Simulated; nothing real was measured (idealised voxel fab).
Process module in this document: voxel capacitor over wiring
Each square cell in cross-section cut measures 5 nm, and the section as a whole is 290 nm wide.
In this document a cross-section is written as a grid of square cells. It is given as a series of bands, listed from the top down, and a band is one or more rows of cells. Top, bottom (nm), then materials left to right with widths (nm); lone material tagged "throughout" fills the whole band edge to edge; "blank" = empty space. Where do heights start? At 0: under that level the wafer as delivered is made of one material only. And the lowest band has no floor; it just carries on downward, as in "0 nm and below". It should be noted that a width expressed as "30 to 40" varies in equal increments from row to row of cells within the band, taking the value of the first number at the top row and that of the second number at the bottom row. "changes: none" (step): cross-section cells unchanged, all of them. Reported under the label "Closed cavity list" are the empty spaces having no open way to the top and comprising 8 cells or more; the notation for each is width x height at distance, in which the distance is measured from the left edge and all three values are in nm. Note: text after step settings on the step line = simulator remark on that step. "overlay nm" answers the question of how far to the right of plan the mask lay on a step that has a mask, and when it is negative the answer is to the left.
LIST OF PLANNED PROCESS STEPS
1 RECEIVE,material Si
2 CONFORMAL_DEP,material SiO2,thk nm 15
3 CONFORMAL_DEP,material SiN,thk nm 5
4 DIRECTIONAL_DEP,material lowk,thk nm 25
5 DIRECTIONAL_DEP,material aC,thk nm 10
6 PATTERN,tone open,mask id METAL_1,material resist,width nm 30,pitch nm 85,thk nm 30,overlay nm 0
7 DIRECTIONAL_ETCH,etch materials aC,depth nm 10
8 STRIP,etch materials resist
9 DIRECTIONAL_ETCH,etch materials lowk,depth nm 25
10 DIRECTIONAL_ETCH,etch materials SiN,depth nm 5
11 STRIP,etch materials aC
12 CONFORMAL_DEP,material TiN,thk nm 5
13 FILL_DEP,material W,thk nm 5
14 CMP,height nm 45
15 CONFORMAL_DEP,material SiCN,thk nm 5
16 DIRECTIONAL_DEP,material SiO2,thk nm 15
17 MASKED_ETCH,tone open,mask id PLUG_1,width nm 15,etch materials SiO2,depth nm 15,overlay nm 0
18 MASKED_ETCH,tone open,mask id PLUG_1,width nm 15,etch materials SiCN,depth nm 5,overlay nm 0
19 EPI,material Ru,thk nm 10
20 EPI,material Ru,thk nm 10
21 DIRECTIONAL_DEP,material TiN,thk nm 5
22 DIRECTIONAL_DEP,material HfO2,thk nm 5
23 DIRECTIONAL_DEP,material TiN,thk nm 10
24 MASKED_ETCH,tone cover,mask id UPPER_PLATE,width nm 60,etch materials TiN,depth nm 10,overlay nm 0
25 MASKED_ETCH,tone cover,mask id UPPER_PLATE,width nm 60,etch materials HfO2,depth nm 5,overlay nm 0
26 DIRECTIONAL_DEP,material aC,thk nm 10
27 PATTERN,tone cover,mask id LOWER_PLATE,material resist,width nm 70,thk nm 25,overlay nm 0
28 DIRECTIONAL_ETCH,etch materials aC,depth nm 10
29 STRIP,etch materials resist
30 DIRECTIONAL_ETCH,etch materials TiN,depth nm 5
31 STRIP,etch materials aC
32 FILL_DEP,material SiO2,thk nm 20
33 CMP,height nm 100
34 DIRECTIONAL_DEP,material aC,thk nm 15
35 PATTERN,tone open,mask id PLUG_2,material resist,width nm 15,thk nm 30,overlay nm 0
36 DIRECTIONAL_ETCH,etch materials aC,depth nm 15
37 STRIP,etch materials resist
38 DIRECTIONAL_ETCH,etch materials SiO2,depth nm 15
39 STRIP,etch materials aC
40 CONFORMAL_DEP,material TiN,thk nm 5
41 FILL_DEP,material Cu,thk nm 5
42 CMP,height nm 100
43 CONFORMAL_DEP,material SiN,thk nm 5
RUN AS PLANNED: FIRST OF TWO WAFERS
AS-RECEIVED STATE OF THE WAFER IN CROSS-SECTION, EQUIVALENT TO POST-STEP 1
  0 nm and below: Si throughout
  Closed cavity list: none
HOW THE WAFER STANDS IN SECTION AFTER STEP 2
  15 nm to 0 nm: SiO2 throughout
  Below 0, the layers are the same as they were.
HOW THE WAFER STANDS IN SECTION AFTER STEP 3
  20 nm to 15 nm: SiN throughout
  Below 15, the layers are the same as they were.
HOW THE WAFER STANDS IN SECTION AFTER STEP 4
  45 nm to 20 nm: lowk throughout
  Below 20, the layers are the same as they were.
HOW THE WAFER STANDS IN SECTION AFTER STEP 5
  55 nm to 45 nm: aC throughout
  Below 45, the layers are the same as they were.
HOW THE WAFER STANDS IN SECTION AFTER STEP 6
  85 nm to 55 nm: resist (85), then blank (30), then resist (55), then blank (30), then resist (90)
  Below 55, the layers are the same as they were.
HOW THE WAFER STANDS IN SECTION AFTER STEP 7
  75 nm to 55 nm: resist (85), then blank (30), then resist (55), then blank (30), then resist (90)
  55 nm to 45 nm: aC (85), then blank (30), then aC (55), then blank (30), then aC (90)
  Below 45, the layers are the same as they were.
HOW THE WAFER STANDS IN SECTION AFTER STEP 8
  55 nm to 45 nm: aC (85), then blank (30), then aC (55), then blank (30), then aC (90)
  Below 45, the layers are the same as they were.
HOW THE WAFER STANDS IN SECTION AFTER STEP 9
  55 nm to 45 nm: aC (85), then blank (30), then aC (55), then blank (30), then aC (90)
  45 nm to 20 nm: lowk (85), then blank (30), then lowk (55), then blank (30), then lowk (90)
  Below 20, the layers are the same as they were.
HOW THE WAFER STANDS IN SECTION AFTER STEP 10
  55 nm to 45 nm: aC (85), then blank (30), then aC (55), then blank (30), then aC (90)
  45 nm to 20 nm: lowk (85), then blank (30), then lowk (55), then blank (30), then lowk (90)
  20 nm to 15 nm: SiN (85), then blank (30), then SiN (55), then blank (30), then SiN (90)
  Below 15, the layers are the same as they were.
HOW THE WAFER STANDS IN SECTION AFTER STEP 11
  45 nm to 20 nm: lowk (85), then blank (30), then lowk (55), then blank (30), then lowk (90)
  Below 20, the layers are the same as they were.
HOW THE WAFER STANDS IN SECTION AFTER STEP 12
  50 nm to 45 nm: TiN (90), then blank (20), then TiN (65), then blank (20), then TiN (95)
  45 nm to 20 nm: lowk (85), then TiN (5), then blank (20), then TiN (5), then lowk (55), then TiN (5), then blank (20), then TiN (5), then lowk (90)
  20 nm to 15 nm: SiN (85), then TiN (30), then SiN (55), then TiN (30), then SiN (90)
  Below 15, the layers are the same as they were.
HOW THE WAFER STANDS IN SECTION AFTER STEP 13
  55 nm to 50 nm: W throughout
  50 nm to 45 nm: TiN (90), then W (20), then TiN (65), then W (20), then TiN (95)
  45 nm to 20 nm: lowk (85), then TiN (5), then W (20), then TiN (5), then lowk (55), then TiN (5), then W (20), then TiN (5), then lowk (90)
  Below 20, the layers are the same as they were.
HOW THE WAFER STANDS IN SECTION AFTER STEP 14
  45 nm to 20 nm: lowk (85), then TiN (5), then W (20), then TiN (5), then lowk (55), then TiN (5), then W (20), then TiN (5), then lowk (90)
  Below 20, the layers are the same as they were.
HOW THE WAFER STANDS IN SECTION AFTER STEP 15
  50 nm to 45 nm: SiCN throughout
  Below 45, the layers are the same as they were.
HOW THE WAFER STANDS IN SECTION AFTER STEP 16
  65 nm to 50 nm: SiO2 throughout
  Below 50, the layers are the same as they were.
HOW THE WAFER STANDS IN SECTION AFTER STEP 17
  65 nm to 50 nm: SiO2 (100), then blank (15), then SiO2 (175)
  Below 50, the layers are the same as they were.
HOW THE WAFER STANDS IN SECTION AFTER STEP 18
  65 nm to 50 nm: SiO2 (100), then blank (15), then SiO2 (175)
  50 nm to 45 nm: SiCN (100), then blank (15), then SiCN (175)
  Below 45, the layers are the same as they were.
HOW THE WAFER STANDS IN SECTION AFTER STEP 19
  65 nm to 55 nm: SiO2 (100), then blank (15), then SiO2 (175)
  55 nm to 50 nm: SiO2 (100), then Ru (15), then SiO2 (175)
  50 nm to 45 nm: SiCN (100), then Ru (15), then SiCN (175)
  Below 45, the layers are the same as they were.
HOW THE WAFER STANDS IN SECTION AFTER STEP 20
  65 nm to 50 nm: SiO2 (100), then Ru (15), then SiO2 (175)
  Below 50, the layers are the same as they were.
HOW THE WAFER STANDS IN SECTION AFTER STEP 21
  70 nm to 65 nm: TiN throughout
  Below 65, the layers are the same as they were.
HOW THE WAFER STANDS IN SECTION AFTER STEP 22
  75 nm to 70 nm: HfO2 throughout
  Below 70, the layers are the same as they were.
HOW THE WAFER STANDS IN SECTION AFTER STEP 23
  85 nm to 75 nm: TiN throughout
  Below 75, the layers are the same as they were.
HOW THE WAFER STANDS IN SECTION AFTER STEP 24
  85 nm to 75 nm: blank (100), then TiN (60), then blank (130)
  Below 75, the layers are the same as they were.
HOW THE WAFER STANDS IN SECTION AFTER STEP 25
  85 nm to 75 nm: blank (100), then TiN (60), then blank (130)
  75 nm to 70 nm: blank (100), then HfO2 (60), then blank (130)
  Below 70, the layers are the same as they were.
HOW THE WAFER STANDS IN SECTION AFTER STEP 26
  95 nm to 85 nm: blank (100), then aC (60), then blank (130)
  85 nm to 80 nm: blank (100), then TiN (60), then blank (130)
  80 nm to 75 nm: aC (100), then TiN (60), then aC (130)
  75 nm to 70 nm: aC (100), then HfO2 (60), then aC (130)
  Below 70, the layers are the same as they were.
HOW THE WAFER STANDS IN SECTION AFTER STEP 27
  120 nm to 95 nm: blank (95), then resist (70), then blank (125)
  95 nm to 85 nm: blank (95), then resist (5), then aC (60), then resist (5), then blank (125)
  85 nm to 80 nm: blank (95), then resist (5), then TiN (60), then resist (5), then blank (125)
  Below 80, the layers are the same as they were.
HOW THE WAFER STANDS IN SECTION AFTER STEP 28
  110 nm to 95 nm: blank (95), then resist (70), then blank (125)
  95 nm to 85 nm: blank (95), then resist (5), then aC (60), then resist (5), then blank (125)
  85 nm to 80 nm: blank (95), then resist (5), then TiN (60), then resist (5), then blank (125)
  80 nm to 75 nm: blank (95), then aC (5), then TiN (60), then aC (5), then blank (125)
  75 nm to 70 nm: blank (95), then aC (5), then HfO2 (60), then aC (5), then blank (125)
  Below 70, the layers are the same as they were.
HOW THE WAFER STANDS IN SECTION AFTER STEP 29
  95 nm to 85 nm: blank (100), then aC (60), then blank (130)
  85 nm to 80 nm: blank (100), then TiN (60), then blank (130)
  Below 80, the layers are the same as they were.
HOW THE WAFER STANDS IN SECTION AFTER STEP 30
  95 nm to 85 nm: blank (100), then aC (60), then blank (130)
  85 nm to 80 nm: blank (100), then TiN (60), then blank (130)
  80 nm to 75 nm: blank (95), then aC (5), then TiN (60), then aC (5), then blank (125)
  75 nm to 70 nm: blank (95), then aC (5), then HfO2 (60), then aC (5), then blank (125)
  70 nm to 65 nm: blank (95), then TiN (70), then blank (125)
  Below 65, the layers are the same as they were.
HOW THE WAFER STANDS IN SECTION AFTER STEP 31
  85 nm to 75 nm: blank (100), then TiN (60), then blank (130)
  75 nm to 70 nm: blank (100), then HfO2 (60), then blank (130)
  Below 70, the layers are the same as they were.
HOW THE WAFER STANDS IN SECTION AFTER STEP 32
  105 nm to 85 nm: SiO2 throughout
  85 nm to 75 nm: SiO2 (100), then TiN (60), then SiO2 (130)
  75 nm to 70 nm: SiO2 (100), then HfO2 (60), then SiO2 (130)
  70 nm to 65 nm: SiO2 (95), then TiN (70), then SiO2 (125)
  Below 65, the layers are the same as they were.
HOW THE WAFER STANDS IN SECTION AFTER STEP 33
  100 nm to 85 nm: SiO2 throughout
  Below 85, the layers are the same as they were.
HOW THE WAFER STANDS IN SECTION AFTER STEP 34
  115 nm to 100 nm: aC throughout
  Below 100, the layers are the same as they were.
HOW THE WAFER STANDS IN SECTION AFTER STEP 35
  145 nm to 115 nm: resist (110), then blank (15), then resist (165)
  Below 115, the layers are the same as they were.
HOW THE WAFER STANDS IN SECTION AFTER STEP 36
  130 nm to 115 nm: resist (110), then blank (15), then resist (165)
  115 nm to 100 nm: aC (110), then blank (15), then aC (165)
  Below 100, the layers are the same as they were.
HOW THE WAFER STANDS IN SECTION AFTER STEP 37
  115 nm to 100 nm: aC (110), then blank (15), then aC (165)
  Below 100, the layers are the same as they were.
HOW THE WAFER STANDS IN SECTION AFTER STEP 38
  115 nm to 100 nm: aC (110), then blank (15), then aC (165)
  100 nm to 85 nm: SiO2 (110), then blank (15), then SiO2 (165)
  Below 85, the layers are the same as they were.
HOW THE WAFER STANDS IN SECTION AFTER STEP 39
  100 nm to 85 nm: SiO2 (110), then blank (15), then SiO2 (165)
  Below 85, the layers are the same as they were.
HOW THE WAFER STANDS IN SECTION AFTER STEP 40
  105 nm to 100 nm: TiN (115), then blank (5), then TiN (170)
  100 nm to 90 nm: SiO2 (110), then TiN (5), then blank (5), then TiN (5), then SiO2 (165)
  90 nm to 85 nm: SiO2 (110), then TiN (15), then SiO2 (165)
  Below 85, the layers are the same as they were.
HOW THE WAFER STANDS IN SECTION AFTER STEP 41
  110 nm to 105 nm: Cu throughout
  105 nm to 100 nm: TiN (115), then Cu (5), then TiN (170)
  100 nm to 90 nm: SiO2 (110), then TiN (5), then Cu (5), then TiN (5), then SiO2 (165)
  Below 90, the layers are the same as they were.
HOW THE WAFER STANDS IN SECTION AFTER STEP 42
  100 nm to 90 nm: SiO2 (110), then TiN (5), then Cu (5), then TiN (5), then SiO2 (165)
  Below 90, the layers are the same as they were.
HOW THE WAFER STANDS IN SECTION AFTER STEP 43
  105 nm to 100 nm: SiN throughout
  Below 100, the layers are the same as they were.
WAFER TWO. SAME START, SAME PLAN, ONE SLIP IN EXECUTION. SAME AS WAFER ONE THROUGH STEP 23, INCLUSIVE
SECOND WAFER: CROSS-SECTION AT THE SCHEDULED END OF STEP 24
  85 nm to 75 nm: blank (90), then TiN (60), then blank (140)
  Below 75, the layers are the same as they were.
SECOND WAFER: CROSS-SECTION AT THE SCHEDULED END OF STEP 25
  85 nm to 75 nm: blank (90), then TiN (60), then blank (140)
  75 nm to 70 nm: blank (90), then HfO2 (70), then blank (130)
  Below 70, the layers are the same as they were.
SECOND WAFER: CROSS-SECTION AT THE SCHEDULED END OF STEP 26
  95 nm to 85 nm: blank (90), then aC (60), then blank (140)
  85 nm to 80 nm: blank (90), then TiN (60), then aC (10), then blank (130)
  80 nm to 75 nm: aC (90), then TiN (60), then aC (140)
  75 nm to 70 nm: aC (90), then HfO2 (70), then aC (130)
  Below 70, the layers are the same as they were.
SECOND WAFER: CROSS-SECTION AT THE SCHEDULED END OF STEP 27
  120 nm to 95 nm: blank (95), then resist (70), then blank (125)
  95 nm to 85 nm: blank (90), then aC (60), then resist (15), then blank (125)
  85 nm to 80 nm: blank (90), then TiN (60), then aC (10), then resist (5), then blank (125)
  Below 80, the layers are the same as they were.
SECOND WAFER: CROSS-SECTION AT THE SCHEDULED END OF STEP 28
  110 nm to 95 nm: blank (95), then resist (70), then blank (125)
  95 nm to 85 nm: blank (95), then aC (55), then resist (15), then blank (125)
  85 nm to 80 nm: blank (90), then TiN (60), then aC (10), then resist (5), then blank (125)
  80 nm to 75 nm: blank (90), then TiN (60), then aC (15), then blank (125)
  75 nm to 70 nm: blank (90), then HfO2 (70), then aC (5), then blank (125)
  Below 70, the layers are the same as they were.
SECOND WAFER: CROSS-SECTION AT THE SCHEDULED END OF STEP 29
  95 nm to 85 nm: blank (95), then aC (55), then blank (140)
  85 nm to 75 nm: blank (90), then TiN (60), then aC (10 to 15), then blank (130 to 125)
  Below 75, the layers are the same as they were.
SECOND WAFER: CROSS-SECTION AT THE SCHEDULED END OF STEP 30
  95 nm to 85 nm: blank (95), then aC (55), then blank (140)
  85 nm to 75 nm: blank (95 to 90), then TiN (55 to 60), then aC (10 to 15), then blank (130 to 125)
  75 nm to 70 nm: blank (90), then HfO2 (70), then aC (5), then blank (125)
  70 nm to 65 nm: blank (90), then TiN (75), then blank (125)
  Below 65, the layers are the same as they were.
SECOND WAFER: CROSS-SECTION AT THE SCHEDULED END OF STEP 31
  85 nm to 75 nm: blank (95 to 90), then TiN (55 to 60), then blank (140)
  75 nm to 70 nm: blank (90), then HfO2 (70), then blank (130)
  Below 70, the layers are the same as they were.
SECOND WAFER: CROSS-SECTION AT THE SCHEDULED END OF STEP 32
  105 nm to 85 nm: SiO2 throughout
  85 nm to 75 nm: SiO2 (95 to 90), then TiN (55 to 60), then SiO2 (140)
  75 nm to 70 nm: SiO2 (90), then HfO2 (70), then SiO2 (130)
  70 nm to 65 nm: SiO2 (90), then TiN (75), then SiO2 (125)
  Below 65, the layers are the same as they were.
SECOND WAFER: CROSS-SECTION AT THE SCHEDULED END OF STEP 33
  100 nm to 85 nm: SiO2 throughout
  Below 85, the layers are the same as they were.
SECOND WAFER: CROSS-SECTION AT THE SCHEDULED END OF STEP 34
  115 nm to 100 nm: aC throughout
  Below 100, the layers are the same as they were.
SECOND WAFER: CROSS-SECTION AT THE SCHEDULED END OF STEP 35
  145 nm to 115 nm: resist (110), then blank (15), then resist (165)
  Below 115, the layers are the same as they were.
SECOND WAFER: CROSS-SECTION AT THE SCHEDULED END OF STEP 36
  130 nm to 115 nm: resist (110), then blank (15), then resist (165)
  115 nm to 100 nm: aC (110), then blank (15), then aC (165)
  Below 100, the layers are the same as they were.
SECOND WAFER: CROSS-SECTION AT THE SCHEDULED END OF STEP 37
  115 nm to 100 nm: aC (110), then blank (15), then aC (165)
  Below 100, the layers are the same as they were.
SECOND WAFER: CROSS-SECTION AT THE SCHEDULED END OF STEP 38
  115 nm to 100 nm: aC (110), then blank (15), then aC (165)
  100 nm to 85 nm: SiO2 (110), then blank (15), then SiO2 (165)
  Below 85, the layers are the same as they were.
SECOND WAFER: CROSS-SECTION AT THE SCHEDULED END OF STEP 39
  100 nm to 85 nm: SiO2 (110), then blank (15), then SiO2 (165)
  Below 85, the layers are the same as they were.
SECOND WAFER: CROSS-SECTION AT THE SCHEDULED END OF STEP 40
  105 nm to 100 nm: TiN (115), then blank (5), then TiN (170)
  100 nm to 90 nm: SiO2 (110), then TiN (5), then blank (5), then TiN (5), then SiO2 (165)
  90 nm to 80 nm: SiO2 (110 to 95), then TiN (15 to 55), then SiO2 (165 to 140)
  Below 80, the layers are the same as they were.
SECOND WAFER: CROSS-SECTION AT THE SCHEDULED END OF STEP 41
  110 nm to 105 nm: Cu throughout
  105 nm to 100 nm: TiN (115), then Cu (5), then TiN (170)
  100 nm to 90 nm: SiO2 (110), then TiN (5), then Cu (5), then TiN (5), then SiO2 (165)
  Below 90, the layers are the same as they were.
SECOND WAFER: CROSS-SECTION AT THE SCHEDULED END OF STEP 42
  100 nm to 90 nm: SiO2 (110), then TiN (5), then Cu (5), then TiN (5), then SiO2 (165)
  Below 90, the layers are the same as they were.
SECOND WAFER: CROSS-SECTION AT THE SCHEDULED END OF STEP 43
  105 nm to 100 nm: SiN throughout
  Below 100, the layers are the same as they were.
Deviation noted in wafer processing: step 24 did not happen as planned, as run it was MASKED_ETCH,tone cover,mask id UPPER_PLATE,width nm 60,etch materials TiN,depth nm 10,overlay nm -10
at the end the second wafer has, in cells: HfO2 +2 | SiO2 -2
